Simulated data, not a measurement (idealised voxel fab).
process module | voxel gate over fins
cross-section cut | 240 nm wide | cells 5 nm
A cross-section is a grid of square cells, given in bands from the top down. A band is one or more rows of cells.
Each band's line starts with the height of the band's top and of its bottom, in nm. Then come its materials from left to right, each with its width in nm. One material with "throughout" fills the band from edge to edge. "air" is empty space.
Height 0 is the level under which the wafer as received is all one material. The lowest band goes on downwards, as in "0 down".
A width such as "30 to 40" changes by the same amount from each row of cells to the next, from the band's top row to its bottom row.
"no change" after a step means that no cell of the cross-section changed.
closed voids: empty space of 8 cells or more with no open way to the top, each as width x height at its distance from the left edge, in nm
after a step's settings: what the simulator itself notes on the step
overlay nm, on a step with a mask: how far to the right of its planned place the mask lay; to the left if negative
Each pair below shows a cross-section before one step and the cross-section after it, down to the lowest band that changed. The line under each pair gives the step between them, with its settings. The pairs can come from different runs of this module on the same starting wafer, so a pair continues from the pair above only where its "before" says so.
before
  0 down: Si throughout
  closed voids: none
after
  10 to 0: SiN throughout
  below 0: unchanged
  closed voids: none
the step between: op CONFORMAL_DEP | material SiN | thk nm 10
before: the cross-section after the pair above
after
  25 to 10: air 75 | resist 15 | air 20 | resist 15 | air 20 | resist 15 | air 80
  below 10: unchanged
  closed voids: none
the step between: op PATTERN | tone cover | mask id FINS | material resist | width nm 15 | pitch nm 35 | thk nm 15 | overlay nm 0
before: the cross-section after the pair above
after
  25 to 10: air 75 | resist 15 | air 20 | resist 15 | air 20 | resist 15 | air 80
  10 to 0: air 75 | SiN 15 | air 20 | SiN 15 | air 20 | SiN 15 | air 80
  below 0: unchanged
  closed voids: none
the step between: op DIRECTIONAL_ETCH | etch materials SiN | depth nm 10
before: the cross-section after the pair above
after
  25 to 10: air 75 | resist 15 | air 20 | resist 15 | air 20 | resist 15 | air 80
  10 to 0: air 75 | SiN 15 | air 20 | SiN 15 | air 20 | SiN 15 | air 80
  0 to -40: air 75 | Si 15 | air 20 | Si 15 | air 20 | Si 15 | air 80
  below -40: unchanged
  closed voids: none
the step between: op DIRECTIONAL_ETCH | etch materials Si | depth nm 40
before: the cross-section after the pair above
after
  10 to 0: air 75 | SiN 15 | air 20 | SiN 15 | air 20 | SiN 15 | air 80
  below 0: unchanged
  closed voids: none
the step between: op STRIP | etch materials resist
before: the cross-section after the pair above
after
  20 to 10: SiO2 throughout
  10 to 0: SiO2 75 | SiN 15 | SiO2 20 | SiN 15 | SiO2 20 | SiN 15 | SiO2 80
  0 to -40: SiO2 75 | Si 15 | SiO2 20 | Si 15 | SiO2 20 | Si 15 | SiO2 80
  below -40: unchanged
  closed voids: none
the step between: op FILL_DEP | material SiO2 | thk nm 10
before: the cross-section after the pair above
after
  10 to 0: SiO2 75 | SiN 15 | SiO2 20 | SiN 15 | SiO2 20 | SiN 15 | SiO2 80
  below 0: unchanged
  closed voids: none
the step between: op CMP | height nm 10
before: the cross-section after the pair above
after
  10 to 0: air 75 | SiN 15 | air 20 | SiN 15 | air 20 | SiN 15 | air 80
  0 to -10: air 75 | Si 15 | air 20 | Si 15 | air 20 | Si 15 | air 80
  below -10: unchanged
  closed voids: none
the step between: op SELECTIVE_ETCH | etch materials SiO2 | depth nm 20
before: the cross-section after the pair above
after
  0 to -10: air 75 | Si 15 | air 20 | Si 15 | air 20 | Si 15 | air 80
  below -10: unchanged
  closed voids: none
the step between: op STRIP | etch materials SiN
before: the cross-section after the pair above
after
  5 to 0: air 70 | HfO2 25 | air 10 | HfO2 25 | air 10 | HfO2 25 | air 75
  0 to -5: air 70 | HfO2 5 | Si 15 | HfO2 5 | air 10 | HfO2 5 | Si 15 | HfO2 5 | air 10 | HfO2 5 | Si 15 | HfO2 5 | air 75
  -5 to -10: HfO2 75 | Si 15 | HfO2 20 | Si 15 | HfO2 20 | Si 15 | HfO2 80
  below -10: unchanged
  closed voids: none
the step between: op CONFORMAL_DEP | material HfO2 | thk nm 5
before: the cross-section after the pair above
after
  10 to 5: air 65 | TiN 105 | air 70
  5 to 0: air 65 | TiN 5 | HfO2 25 | TiN 10 | HfO2 25 | TiN 10 | HfO2 25 | TiN 5 | air 70
  0 to -5: TiN 70 | HfO2 5 | Si 15 | HfO2 5 | TiN 10 | HfO2 5 | Si 15 | HfO2 5 | TiN 10 | HfO2 5 | Si 15 | HfO2 5 | TiN 75
  below -5: unchanged
  closed voids: none
the step between: op CONFORMAL_DEP | material TiN | thk nm 5
before: the cross-section after the pair above
after
  15 to 10: air 60 | TiAl 115 | air 65
  10 to 5: air 60 | TiAl 5 | TiN 105 | TiAl 5 | air 65
  5 to 0: TiAl 65 | TiN 5 | HfO2 25 | TiN 10 | HfO2 25 | TiN 10 | HfO2 25 | TiN 5 | TiAl 70
  below 0: unchanged
  closed voids: none
the step between: op CONFORMAL_DEP | material TiAl | thk nm 5
before: the cross-section after the pair above
after
  20 to 15: air 55 | TiN 125 | air 60
  15 to 10: air 55 | TiN 5 | TiAl 115 | TiN 5 | air 60
  10 to 5: TiN 60 | TiAl 5 | TiN 105 | TiAl 5 | TiN 65
  below 5: unchanged
  closed voids: none
the step between: op CONFORMAL_DEP | material TiN | thk nm 5
before: the cross-section after the pair above
after
  30 to 20: W throughout
  20 to 15: W 55 | TiN 125 | W 60
  15 to 10: W 55 | TiN 5 | TiAl 115 | TiN 5 | W 60
  below 10: unchanged
  closed voids: none
the step between: op FILL_DEP | material W | thk nm 10
before: the cross-section after the pair above
after
  25 to 20: W throughout
  below 20: unchanged
  closed voids: none
the step between: op CMP | height nm 25
before: the cross-section after the pair above
after
  35 to 25: SiCN throughout
  below 25: unchanged
  closed voids: none
the step between: op CONFORMAL_DEP | material SiCN | thk nm 10
before
  0 to -10: air 75 | Si 15 | air 20 | Si 15 | air 20 | Si 15 | air 80
  -10 to -40: SiO2 75 | Si 15 | SiO2 20 | Si 15 | SiO2 20 | Si 15 | SiO2 80
  -40 down: Si throughout
  closed voids: none
after
  5 to 0: air 70 | TiN 25 | air 10 | TiN 25 | air 10 | TiN 25 | air 75
  0 to -5: air 70 | TiN 5 | Si 15 | TiN 5 | air 10 | TiN 5 | Si 15 | TiN 5 | air 10 | TiN 5 | Si 15 | TiN 5 | air 75
  -5 to -10: TiN 75 | Si 15 | TiN 20 | Si 15 | TiN 20 | Si 15 | TiN 80
  below -10: unchanged
  closed voids: none
the step between: op CONFORMAL_DEP | material TiN | thk nm 5
before: the cross-section after the pair above
after
  10 to 5: air 65 | TiAl 105 | air 70
  5 to 0: air 65 | TiAl 5 | TiN 25 | TiAl 10 | TiN 25 | TiAl 10 | TiN 25 | TiAl 5 | air 70
  0 to -5: TiAl 70 | TiN 5 | Si 15 | TiN 5 | TiAl 10 | TiN 5 | Si 15 | TiN 5 | TiAl 10 | TiN 5 | Si 15 | TiN 5 | TiAl 75
  below -5: unchanged
  closed voids: none
the step between: op CONFORMAL_DEP | material TiAl | thk nm 5
before: the cross-section after the pair above
after
  15 to 10: air 60 | TiN 115 | air 65
  10 to 5: air 60 | TiN 5 | TiAl 105 | TiN 5 | air 65
  5 to 0: TiN 65 | TiAl 5 | TiN 25 | TiAl 10 | TiN 25 | TiAl 10 | TiN 25 | TiAl 5 | TiN 70
  below 0: unchanged
  closed voids: none
the step between: op CONFORMAL_DEP | material TiN | thk nm 5
before: the cross-section after the pair above
after
  25 to 15: W throughout
  15 to 10: W 60 | TiN 115 | W 65
  10 to 5: W 60 | TiN 5 | TiAl 105 | TiN 5 | W 65
  below 5: unchanged
  closed voids: none
the step between: op FILL_DEP | material W | thk nm 10
before: the cross-section after the pair above
after
  35 to 25: SiCN throughout
  below 25: unchanged
  closed voids: none
the step between: op CONFORMAL_DEP | material SiCN | thk nm 10
before
  10 to 0: air 75 | SiN 15 | air 20 | SiN 15 | air 20 | SiN 15 | air 80
  0 to -10: air 75 | Si 15 | air 20 | Si 15 | air 20 | Si 15 | air 80
  -10 to -40: SiO2 75 | Si 15 | SiO2 20 | Si 15 | SiO2 20 | Si 15 | SiO2 80
  -40 down: Si throughout
  closed voids: none
after
  10 to 0: air 75 | SiN 15 | air 20 | SiN 15 | air 20 | SiN 15 | air 80
  0 to -30: air 75 | Si 15 | air 20 | Si 15 | air 20 | Si 15 | air 80
  below -30: unchanged
  closed voids: none
the step between: op SELECTIVE_ETCH | etch materials SiO2 | depth nm 20
before: the cross-section after the pair above
after
  0 to -30: air 75 | Si 15 | air 20 | Si 15 | air 20 | Si 15 | air 80
  below -30: unchanged
  closed voids: none
the step between: op STRIP | etch materials SiN
before: the cross-section after the pair above
after
  5 to 0: air 70 | HfO2 25 | air 10 | HfO2 25 | air 10 | HfO2 25 | air 75
  0 to -25: air 70 | HfO2 5 | Si 15 | HfO2 5 | air 10 | HfO2 5 | Si 15 | HfO2 5 | air 10 | HfO2 5 | Si 15 | HfO2 5 | air 75
  -25 to -30: HfO2 75 | Si 15 | HfO2 20 | Si 15 | HfO2 20 | Si 15 | HfO2 80
  below -30: unchanged
  closed voids: none
the step between: op CONFORMAL_DEP | material HfO2 | thk nm 5
before: the cross-section after the pair above
after
  10 to 5: air 65 | TiN 105 | air 70
  5 to 0: air 65 | TiN 5 | HfO2 25 | TiN 10 | HfO2 25 | TiN 10 | HfO2 25 | TiN 5 | air 70
  0 to -20: air 65 | TiN 5 | HfO2 5 | Si 15 | HfO2 5 | TiN 10 | HfO2 5 | Si 15 | HfO2 5 | TiN 10 | HfO2 5 | Si 15 | HfO2 5 | TiN 5 | air 70
  -20 to -25: TiN 70 | HfO2 5 | Si 15 | HfO2 5 | TiN 10 | HfO2 5 | Si 15 | HfO2 5 | TiN 10 | HfO2 5 | Si 15 | HfO2 5 | TiN 75
  below -25: unchanged
  closed voids: none
the step between: op CONFORMAL_DEP | material TiN | thk nm 5
before: the cross-section after the pair above
after
  15 to 10: air 60 | TiAl 115 | air 65
  10 to 5: air 60 | TiAl 5 | TiN 105 | TiAl 5 | air 65
  5 to 0: air 60 | TiAl 5 | TiN 5 | HfO2 25 | TiN 10 | HfO2 25 | TiN 10 | HfO2 25 | TiN 5 | TiAl 5 | air 65
  0 to -15: air 60 | TiAl 5 | TiN 5 | HfO2 5 | Si 15 | HfO2 5 | TiN 10 | HfO2 5 | Si 15 | HfO2 5 | TiN 10 | HfO2 5 | Si 15 | HfO2 5 | TiN 5 | TiAl 5 | air 65
  -15 to -20: TiAl 65 | TiN 5 | HfO2 5 | Si 15 | HfO2 5 | TiN 10 | HfO2 5 | Si 15 | HfO2 5 | TiN 10 | HfO2 5 | Si 15 | HfO2 5 | TiN 5 | TiAl 70
  below -20: unchanged
  closed voids: none
the step between: op CONFORMAL_DEP | material TiAl | thk nm 5
before: the cross-section after the pair above
after
  20 to 15: air 55 | TiN 125 | air 60
  15 to 10: air 55 | TiN 5 | TiAl 115 | TiN 5 | air 60
  10 to 5: air 55 | TiN 5 | TiAl 5 | TiN 105 | TiAl 5 | TiN 5 | air 60
  5 to 0: air 55 | TiN 5 | TiAl 5 | TiN 5 | HfO2 25 | TiN 10 | HfO2 25 | TiN 10 | HfO2 25 | TiN 5 | TiAl 5 | TiN 5 | air 60
  0 to -10: air 55 | TiN 5 | TiAl 5 | TiN 5 | HfO2 5 | Si 15 | HfO2 5 | TiN 10 | HfO2 5 | Si 15 | HfO2 5 | TiN 10 | HfO2 5 | Si 15 | HfO2 5 | TiN 5 | TiAl 5 | TiN 5 | air 60
  -10 to -15: TiN 60 | TiAl 5 | TiN 5 | HfO2 5 | Si 15 | HfO2 5 | TiN 10 | HfO2 5 | Si 15 | HfO2 5 | TiN 10 | HfO2 5 | Si 15 | HfO2 5 | TiN 5 | TiAl 5 | TiN 65
  below -15: unchanged
  closed voids: none
the step between: op CONFORMAL_DEP | material TiN | thk nm 5
before: the cross-section after the pair above
after
  30 to 20: W throughout
  20 to 15: W 55 | TiN 125 | W 60
  15 to 10: W 55 | TiN 5 | TiAl 115 | TiN 5 | W 60
  10 to 5: W 55 | TiN 5 | TiAl 5 | TiN 105 | TiAl 5 | TiN 5 | W 60
  5 to 0: W 55 | TiN 5 | TiAl 5 | TiN 5 | HfO2 25 | TiN 10 | HfO2 25 | TiN 10 | HfO2 25 | TiN 5 | TiAl 5 | TiN 5 | W 60
  0 to -10: W 55 | TiN 5 | TiAl 5 | TiN 5 | HfO2 5 | Si 15 | HfO2 5 | TiN 10 | HfO2 5 | Si 15 | HfO2 5 | TiN 10 | HfO2 5 | Si 15 | HfO2 5 | TiN 5 | TiAl 5 | TiN 5 | W 60
  below -10: unchanged
  closed voids: none
the step between: op FILL_DEP | material W | thk nm 10
before: the cross-section after the pair above
after
  25 to 20: W throughout
  below 20: unchanged
  closed voids: none
the step between: op CMP | height nm 25
before: the cross-section after the pair above
after
  35 to 25: SiCN throughout
  below 25: unchanged
  closed voids: none
the step between: op CONFORMAL_DEP | material SiCN | thk nm 10
before
  5 to 0: air 70 | TiN 25 | air 10 | TiN 25 | air 10 | TiN 25 | air 75
  0 to -5: air 70 | TiN 5 | Si 15 | TiN 5 | air 10 | TiN 5 | Si 15 | TiN 5 | air 10 | TiN 5 | Si 15 | TiN 5 | air 75
  -5 to -10: TiN 75 | Si 15 | TiN 20 | Si 15 | TiN 20 | Si 15 | TiN 80
  -10 to -40: SiO2 75 | Si 15 | SiO2 20 | Si 15 | SiO2 20 | Si 15 | SiO2 80
  -40 down: Si throughout
  closed voids: none
after
  10 to 5: air 65 | HfO2 105 | air 70
  5 to 0: air 65 | HfO2 5 | TiN 25 | HfO2 10 | TiN 25 | HfO2 10 | TiN 25 | HfO2 5 | air 70
  0 to -5: HfO2 70 | TiN 5 | Si 15 | TiN 5 | HfO2 10 | TiN 5 | Si 15 | TiN 5 | HfO2 10 | TiN 5 | Si 15 | TiN 5 | HfO2 75
  below -5: unchanged
  closed voids: none
the step between: op CONFORMAL_DEP | material HfO2 | thk nm 5
before: the cross-section after the pair above
after
  15 to 10: air 60 | TiAl 115 | air 65
  10 to 5: air 60 | TiAl 5 | HfO2 105 | TiAl 5 | air 65
  5 to 0: TiAl 65 | HfO2 5 | TiN 25 | HfO2 10 | TiN 25 | HfO2 10 | TiN 25 | HfO2 5 | TiAl 70
  below 0: unchanged
  closed voids: none
the step between: op CONFORMAL_DEP | material TiAl | thk nm 5
before: the cross-section after the pair above
after
  20 to 15: air 55 | TiN 125 | air 60
  15 to 10: air 55 | TiN 5 | TiAl 115 | TiN 5 | air 60
  10 to 5: TiN 60 | TiAl 5 | HfO2 105 | TiAl 5 | TiN 65
  below 5: unchanged
  closed voids: none
the step between: op CONFORMAL_DEP | material TiN | thk nm 5
before: the cross-section after the pair above
after
  30 to 20: W throughout
  20 to 15: W 55 | TiN 125 | W 60
  15 to 10: W 55 | TiN 5 | TiAl 115 | TiN 5 | W 60
  below 10: unchanged
  closed voids: none
the step between: op FILL_DEP | material W | thk nm 10
before: the cross-section after the pair above
after
  25 to 20: W throughout
  below 20: unchanged
  closed voids: none
the step between: op CMP | height nm 25
before: the cross-section after the pair above
after
  35 to 25: SiCN throughout
  below 25: unchanged
  closed voids: none
the step between: op CONFORMAL_DEP | material SiCN | thk nm 10
before
  30 to 20: W throughout
  20 to 15: W 55 | TiN 125 | W 60
  15 to 10: W 55 | TiN 5 | TiAl 115 | TiN 5 | W 60
  10 to 5: TiN 60 | TiAl 5 | TiN 105 | TiAl 5 | TiN 65
  5 to 0: TiAl 65 | TiN 5 | HfO2 25 | TiN 10 | HfO2 25 | TiN 10 | HfO2 25 | TiN 5 | TiAl 70
  0 to -5: TiN 70 | HfO2 5 | Si 15 | HfO2 5 | TiN 10 | HfO2 5 | Si 15 | HfO2 5 | TiN 10 | HfO2 5 | Si 15 | HfO2 5 | TiN 75
  -5 to -10: HfO2 75 | Si 15 | HfO2 20 | Si 15 | HfO2 20 | Si 15 | HfO2 80
  -10 to -40: SiO2 75 | Si 15 | SiO2 20 | Si 15 | SiO2 20 | Si 15 | SiO2 80
  -40 down: Si throughout
  closed voids: none
after
  15 to 10: W 55 | TiN 5 | TiAl 115 | TiN 5 | W 60
  below 10: unchanged
  closed voids: none
the step between: op CMP | height nm 15
before: the cross-section after the pair above
after
  25 to 15: SiCN throughout
  below 15: unchanged
  closed voids: none
the step between: op CONFORMAL_DEP | material SiCN | thk nm 10
before
  10 to 0: SiN throughout
  0 down: Si throughout
  closed voids: none
after
  25 to 10: air 75 | resist 20 | air 15 | resist 20 | air 15 | resist 20 | air 75
  below 10: unchanged
  closed voids: none
the step between: op PATTERN | tone cover | mask id FINS | material resist | width nm 20 | pitch nm 35 | thk nm 15 | overlay nm 0
before: the cross-section after the pair above
after
  25 to 10: air 75 | resist 20 | air 15 | resist 20 | air 15 | resist 20 | air 75
  10 to 0: air 75 | SiN 20 | air 15 | SiN 20 | air 15 | SiN 20 | air 75
  below 0: unchanged
  closed voids: none
the step between: op DIRECTIONAL_ETCH | etch materials SiN | depth nm 10
before: the cross-section after the pair above
after
  25 to 10: air 75 | resist 20 | air 15 | resist 20 | air 15 | resist 20 | air 75
  10 to 0: air 75 | SiN 20 | air 15 | SiN 20 | air 15 | SiN 20 | air 75
  0 to -40: air 75 | Si 20 | air 15 | Si 20 | air 15 | Si 20 | air 75
  below -40: unchanged
  closed voids: none
the step between: op DIRECTIONAL_ETCH | etch materials Si | depth nm 40
before: the cross-section after the pair above
after
  10 to 0: air 75 | SiN 20 | air 15 | SiN 20 | air 15 | SiN 20 | air 75
  below 0: unchanged
  closed voids: none
the step between: op STRIP | etch materials resist
before: the cross-section after the pair above
after
  20 to 10: SiO2 throughout
  10 to 0: SiO2 75 | SiN 20 | SiO2 15 | SiN 20 | SiO2 15 | SiN 20 | SiO2 75
  0 to -40: SiO2 75 | Si 20 | SiO2 15 | Si 20 | SiO2 15 | Si 20 | SiO2 75
  below -40: unchanged
  closed voids: none
the step between: op FILL_DEP | material SiO2 | thk nm 10
before: the cross-section after the pair above
after
  10 to 0: SiO2 75 | SiN 20 | SiO2 15 | SiN 20 | SiO2 15 | SiN 20 | SiO2 75
  below 0: unchanged
  closed voids: none
the step between: op CMP | height nm 10
before: the cross-section after the pair above
after
  10 to 0: air 75 | SiN 20 | air 15 | SiN 20 | air 15 | SiN 20 | air 75
  0 to -10: air 75 | Si 20 | air 15 | Si 20 | air 15 | Si 20 | air 75
  below -10: unchanged
  closed voids: none
the step between: op SELECTIVE_ETCH | etch materials SiO2 | depth nm 20
before: the cross-section after the pair above
after
  0 to -10: air 75 | Si 20 | air 15 | Si 20 | air 15 | Si 20 | air 75
  below -10: unchanged
  closed voids: none
the step between: op STRIP | etch materials SiN
before: the cross-section after the pair above
after
  5 to 0: air 70 | HfO2 30 | air 5 | HfO2 30 | air 5 | HfO2 30 | air 70
  0 to -5: air 70 | HfO2 5 | Si 20 | HfO2 5 | air 5 | HfO2 5 | Si 20 | HfO2 5 | air 5 | HfO2 5 | Si 20 | HfO2 5 | air 70
  -5 to -10: HfO2 75 | Si 20 | HfO2 15 | Si 20 | HfO2 15 | Si 20 | HfO2 75
  below -10: unchanged
  closed voids: none
the step between: op CONFORMAL_DEP | material HfO2 | thk nm 5
before: the cross-section after the pair above
after
  10 to 5: air 65 | TiN 110 | air 65
  5 to 0: air 65 | TiN 5 | HfO2 30 | TiN 5 | HfO2 30 | TiN 5 | HfO2 30 | TiN 5 | air 65
  0 to -5: TiN 70 | HfO2 5 | Si 20 | HfO2 5 | TiN 5 | HfO2 5 | Si 20 | HfO2 5 | TiN 5 | HfO2 5 | Si 20 | HfO2 5 | TiN 70
  below -5: unchanged
  closed voids: none
the step between: op CONFORMAL_DEP | material TiN | thk nm 5
before: the cross-section after the pair above
after
  15 to 10: air 60 | TiAl 120 | air 60
  10 to 5: air 60 | TiAl 5 | TiN 110 | TiAl 5 | air 60
  5 to 0: TiAl 65 | TiN 5 | HfO2 30 | TiN 5 | HfO2 30 | TiN 5 | HfO2 30 | TiN 5 | TiAl 65
  below 0: unchanged
  closed voids: none
the step between: op CONFORMAL_DEP | material TiAl | thk nm 5
before: the cross-section after the pair above
after
  20 to 15: air 55 | TiN 130 | air 55
  15 to 10: air 55 | TiN 5 | TiAl 120 | TiN 5 | air 55
  10 to 5: TiN 60 | TiAl 5 | TiN 110 | TiAl 5 | TiN 60
  below 5: unchanged
  closed voids: none
the step between: op CONFORMAL_DEP | material TiN | thk nm 5
before: the cross-section after the pair above
after
  30 to 20: W throughout
  20 to 15: W 55 | TiN 130 | W 55
  15 to 10: W 55 | TiN 5 | TiAl 120 | TiN 5 | W 55
  below 10: unchanged
  closed voids: none
the step between: op FILL_DEP | material W | thk nm 10
before: the cross-section after the pair above
after
  25 to 20: W throughout
  below 20: unchanged
  closed voids: none
the step between: op CMP | height nm 25
before: the cross-section after the pair above
after
  35 to 25: SiCN throughout
  below 25: unchanged
  closed voids: none
the step between: op CONFORMAL_DEP | material SiCN | thk nm 10
before
  10 to 0: SiN throughout
  0 down: Si throughout
  closed voids: none
after
  25 to 10: air 85 | resist 15 | air 20 | resist 15 | air 20 | resist 15 | air 70
  below 10: unchanged
  closed voids: none
the step between: op PATTERN | tone cover | mask id FINS | material resist | width nm 15 | pitch nm 35 | thk nm 15 | overlay nm 10
before: the cross-section after the pair above
after
  25 to 10: air 85 | resist 15 | air 20 | resist 15 | air 20 | resist 15 | air 70
  10 to 0: air 85 | SiN 15 | air 20 | SiN 15 | air 20 | SiN 15 | air 70
  below 0: unchanged
  closed voids: none
the step between: op DIRECTIONAL_ETCH | etch materials SiN | depth nm 10
before: the cross-section after the pair above
after
  25 to 10: air 85 | resist 15 | air 20 | resist 15 | air 20 | resist 15 | air 70
  10 to 0: air 85 | SiN 15 | air 20 | SiN 15 | air 20 | SiN 15 | air 70
  0 to -40: air 85 | Si 15 | air 20 | Si 15 | air 20 | Si 15 | air 70
  below -40: unchanged
  closed voids: none
the step between: op DIRECTIONAL_ETCH | etch materials Si | depth nm 40
before: the cross-section after the pair above
after
  10 to 0: air 85 | SiN 15 | air 20 | SiN 15 | air 20 | SiN 15 | air 70
  below 0: unchanged
  closed voids: none
the step between: op STRIP | etch materials resist
before: the cross-section after the pair above
after
  20 to 10: SiO2 throughout
  10 to 0: SiO2 85 | SiN 15 | SiO2 20 | SiN 15 | SiO2 20 | SiN 15 | SiO2 70
  0 to -40: SiO2 85 | Si 15 | SiO2 20 | Si 15 | SiO2 20 | Si 15 | SiO2 70
  below -40: unchanged
  closed voids: none
the step between: op FILL_DEP | material SiO2 | thk nm 10
before: the cross-section after the pair above
after
  10 to 0: SiO2 85 | SiN 15 | SiO2 20 | SiN 15 | SiO2 20 | SiN 15 | SiO2 70
  below 0: unchanged
  closed voids: none
the step between: op CMP | height nm 10
before: the cross-section after the pair above
after
  10 to 0: air 85 | SiN 15 | air 20 | SiN 15 | air 20 | SiN 15 | air 70
  0 to -10: air 85 | Si 15 | air 20 | Si 15 | air 20 | Si 15 | air 70
  below -10: unchanged
  closed voids: none
the step between: op SELECTIVE_ETCH | etch materials SiO2 | depth nm 20
before: the cross-section after the pair above
after
  0 to -10: air 85 | Si 15 | air 20 | Si 15 | air 20 | Si 15 | air 70
  below -10: unchanged
  closed voids: none
the step between: op STRIP | etch materials SiN
before: the cross-section after the pair above
after
  5 to 0: air 80 | HfO2 25 | air 10 | HfO2 25 | air 10 | HfO2 25 | air 65
  0 to -5: air 80 | HfO2 5 | Si 15 | HfO2 5 | air 10 | HfO2 5 | Si 15 | HfO2 5 | air 10 | HfO2 5 | Si 15 | HfO2 5 | air 65
  -5 to -10: HfO2 85 | Si 15 | HfO2 20 | Si 15 | HfO2 20 | Si 15 | HfO2 70
  below -10: unchanged
  closed voids: none
the step between: op CONFORMAL_DEP | material HfO2 | thk nm 5
before: the cross-section after the pair above
after
  10 to 5: air 75 | TiN 105 | air 60
  5 to 0: air 75 | TiN 5 | HfO2 25 | TiN 10 | HfO2 25 | TiN 10 | HfO2 25 | TiN 5 | air 60
  0 to -5: TiN 80 | HfO2 5 | Si 15 | HfO2 5 | TiN 10 | HfO2 5 | Si 15 | HfO2 5 | TiN 10 | HfO2 5 | Si 15 | HfO2 5 | TiN 65
  below -5: unchanged
  closed voids: none
the step between: op CONFORMAL_DEP | material TiN | thk nm 5
before: the cross-section after the pair above
after
  15 to 10: air 70 | TiAl 115 | air 55
  10 to 5: air 70 | TiAl 5 | TiN 105 | TiAl 5 | air 55
  5 to 0: TiAl 75 | TiN 5 | HfO2 25 | TiN 10 | HfO2 25 | TiN 10 | HfO2 25 | TiN 5 | TiAl 60
  below 0: unchanged
  closed voids: none
the step between: op CONFORMAL_DEP | material TiAl | thk nm 5
before: the cross-section after the pair above
after
  20 to 15: air 65 | TiN 125 | air 50
  15 to 10: air 65 | TiN 5 | TiAl 115 | TiN 5 | air 50
  10 to 5: TiN 70 | TiAl 5 | TiN 105 | TiAl 5 | TiN 55
  below 5: unchanged
  closed voids: none
the step between: op CONFORMAL_DEP | material TiN | thk nm 5
before: the cross-section after the pair above
after
  30 to 20: W throughout
  20 to 15: W 65 | TiN 125 | W 50
  15 to 10: W 65 | TiN 5 | TiAl 115 | TiN 5 | W 50
  below 10: unchanged
  closed voids: none
the step between: op FILL_DEP | material W | thk nm 10
before: the cross-section after the pair above
after
  25 to 20: W throughout
  below 20: unchanged
  closed voids: none
the step between: op CMP | height nm 25
before: the cross-section after the pair above
after
  35 to 25: SiCN throughout
  below 25: unchanged
  closed voids: none
the step between: op CONFORMAL_DEP | material SiCN | thk nm 10
before
  0 to -10: air 75 | Si 15 | air 20 | Si 15 | air 20 | Si 15 | air 80
  -10 to -40: SiO2 75 | Si 15 | SiO2 20 | Si 15 | SiO2 20 | Si 15 | SiO2 80
  -40 down: Si throughout
  closed voids: none
after
  5 to 0: air 70 | SiCN 25 | air 10 | SiCN 25 | air 10 | SiCN 25 | air 75
  0 to -5: air 70 | SiCN 5 | Si 15 | SiCN 5 | air 10 | SiCN 5 | Si 15 | SiCN 5 | air 10 | SiCN 5 | Si 15 | SiCN 5 | air 75
  -5 to -10: SiCN 75 | Si 15 | SiCN 20 | Si 15 | SiCN 20 | Si 15 | SiCN 80
  below -10: unchanged
  closed voids: none
the step between: op CONFORMAL_DEP | material SiCN | thk nm 5
before: the cross-section after the pair above
after
  10 to 5: air 65 | TiN 105 | air 70
  5 to 0: air 65 | TiN 5 | SiCN 25 | TiN 10 | SiCN 25 | TiN 10 | SiCN 25 | TiN 5 | air 70
  0 to -5: TiN 70 | SiCN 5 | Si 15 | SiCN 5 | TiN 10 | SiCN 5 | Si 15 | SiCN 5 | TiN 10 | SiCN 5 | Si 15 | SiCN 5 | TiN 75
  below -5: unchanged
  closed voids: none
the step between: op CONFORMAL_DEP | material TiN | thk nm 5
before: the cross-section after the pair above
after
  15 to 10: air 60 | TiAl 115 | air 65
  10 to 5: air 60 | TiAl 5 | TiN 105 | TiAl 5 | air 65
  5 to 0: TiAl 65 | TiN 5 | SiCN 25 | TiN 10 | SiCN 25 | TiN 10 | SiCN 25 | TiN 5 | TiAl 70
  below 0: unchanged
  closed voids: none
the step between: op CONFORMAL_DEP | material TiAl | thk nm 5
before: the cross-section after the pair above
after
  20 to 15: air 55 | TiN 125 | air 60
  15 to 10: air 55 | TiN 5 | TiAl 115 | TiN 5 | air 60
  10 to 5: TiN 60 | TiAl 5 | TiN 105 | TiAl 5 | TiN 65
  below 5: unchanged
  closed voids: none
the step between: op CONFORMAL_DEP | material TiN | thk nm 5
before: the cross-section after the pair above
after
  30 to 20: W throughout
  20 to 15: W 55 | TiN 125 | W 60
  15 to 10: W 55 | TiN 5 | TiAl 115 | TiN 5 | W 60
  below 10: unchanged
  closed voids: none
the step between: op FILL_DEP | material W | thk nm 10
before: the cross-section after the pair above
after
  25 to 20: W throughout
  below 20: unchanged
  closed voids: none
the step between: op CMP | height nm 25
before: the cross-section after the pair above
after
  35 to 25: SiCN throughout
  below 25: unchanged
  closed voids: none
the step between: op CONFORMAL_DEP | material SiCN | thk nm 10
before
  10 to 0: SiN throughout
  0 down: Si throughout
  closed voids: none
after
  25 to 10: resist 75 | air 15 | resist 20 | air 15 | resist 20 | air 15 | resist 80
  below 10: unchanged
  closed voids: none
the step between: op PATTERN | tone open | mask id FINS | material resist | width nm 15 | pitch nm 35 | thk nm 15 | overlay nm 0
before: the cross-section after the pair above
after
  25 to 10: resist 75 | air 15 | resist 20 | air 15 | resist 20 | air 15 | resist 80
  10 to 0: SiN 75 | air 15 | SiN 20 | air 15 | SiN 20 | air 15 | SiN 80
  below 0: unchanged
  closed voids: none
the step between: op DIRECTIONAL_ETCH | etch materials SiN | depth nm 10
before: the cross-section after the pair above
after
  25 to 10: resist 75 | air 15 | resist 20 | air 15 | resist 20 | air 15 | resist 80
  10 to 0: SiN 75 | air 15 | SiN 20 | air 15 | SiN 20 | air 15 | SiN 80
  0 to -40: Si 75 | air 15 | Si 20 | air 15 | Si 20 | air 15 | Si 80
  below -40: unchanged
  closed voids: none
the step between: op DIRECTIONAL_ETCH | etch materials Si | depth nm 40
before: the cross-section after the pair above
after
  10 to 0: SiN 75 | air 15 | SiN 20 | air 15 | SiN 20 | air 15 | SiN 80
  below 0: unchanged
  closed voids: none
the step between: op STRIP | etch materials resist
before: the cross-section after the pair above
after
  20 to 10: SiO2 throughout
  10 to 0: SiN 75 | SiO2 15 | SiN 20 | SiO2 15 | SiN 20 | SiO2 15 | SiN 80
  0 to -40: Si 75 | SiO2 15 | Si 20 | SiO2 15 | Si 20 | SiO2 15 | Si 80
  below -40: unchanged
  closed voids: none
the step between: op FILL_DEP | material SiO2 | thk nm 10
before: the cross-section after the pair above
after
  10 to 0: SiN 75 | SiO2 15 | SiN 20 | SiO2 15 | SiN 20 | SiO2 15 | SiN 80
  below 0: unchanged
  closed voids: none
the step between: op CMP | height nm 10
before: the cross-section after the pair above
after
  10 to 0: SiN 75 | air 15 | SiN 20 | air 15 | SiN 20 | air 15 | SiN 80
  0 to -10: Si 75 | air 15 | Si 20 | air 15 | Si 20 | air 15 | Si 80
  below -10: unchanged
  closed voids: none
the step between: op SELECTIVE_ETCH | etch materials SiO2 | depth nm 20
before: the cross-section after the pair above
after
  0 to -10: Si 75 | air 15 | Si 20 | air 15 | Si 20 | air 15 | Si 80
  below -10: unchanged
  closed voids: none
the step between: op STRIP | etch materials SiN
